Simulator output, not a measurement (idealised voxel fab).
Presented below is a process module, voxel double patterning.
The cross-section on display is named cut; it measures 235 nm wide, and its cells are 5 nm squares.
A cross-section in this document is a grid of square cells, and it is written down as bands, the top band listed before the ones below it; a band is made up of one or more rows of cells.
Basically the band line says how high the top is and how high the bottom is, in nm, and then what's in it from left to right, every material with its width in nm. Empty space shows up as "blank", and if a single material carries "full width" it runs the full band edge to edge.
Heights are reckoned from 0. Under this level, the received wafer is all of one material. The bottommost band is open-ended downward, for example "0..down".
With a width like "30 to 40", each row of cells in the band differs from the next by the same amount, the top row carrying the first number and the bottom row the second.
Where a step carries "nothing was modified", the cross-section came out of it unchanged, cell for cell.
Entry "Completely sealed voids" = empty spaces >= 8 cells with no open way to the top; each as width x height at distance, distance from left edge, all nm.
Anything after a step's settings on that line? It's the simulator's own note about the step.
overlay nm: where the mask lay relative to plan, measured to the right, on steps with a mask; negatives go left.

### Planned step list for the process
1 RECEIVE (material Si)
2 CONFORMAL_DEP (material SiN; thk nm 5)
3 DIRECTIONAL_DEP (material SiO2; thk nm 15)
4 DIRECTIONAL_DEP (material SiCN; thk nm 10)
5 PATTERN (tone open; mask id FIRST; material resist; width nm 15; pitch nm 50; thk nm 15; overlay nm 0)
6 DIRECTIONAL_ETCH (etch materials SiCN; depth nm 10)
7 STRIP (etch materials resist)
8 MASKED_ETCH (tone open; mask id SECOND; width nm 15; etch materials SiCN; depth nm 10; overlay nm 0)
9 DIRECTIONAL_ETCH (etch materials SiO2; depth nm 15)
10 STRIP (etch materials SiCN)

### Cross-section, incoming material, after step 1
> 0..down | Si full width
> Completely sealed voids: none

### Cross-sectional view of the first of the two wafers upon completion of the module, processed in accordance with the plan
> 20..5 | SiO2 85 | blank 15 | SiO2 10 | blank 15 | SiO2 10 | blank 15 | SiO2 85
> 5..0 | SiN full width
> 0..down | Si full width
> Completely sealed voids: none

### Cross-sectional image of the second wafer of the two following completion of the module. Starting state and process plan were the same as for the first wafer; one execution error occurred
> 20..5 | SiO2 85 | blank 15 | SiO2 5 | blank 25 | SiO2 5 | blank 15 | SiO2 85
> 5..0 | SiN full width
> 0..down | Si full width
> Completely sealed voids: none
What broke from the plan during processing? off-plan run, step 8, actual operation and settings MASKED_ETCH (tone open; mask id SECOND; width nm 25; etch materials SiCN; depth nm 10; overlay nm 0)
Looking at both finished wafers in cells, the second ends up ahead of or behind the first on some materials: 6 fewer of SiO2
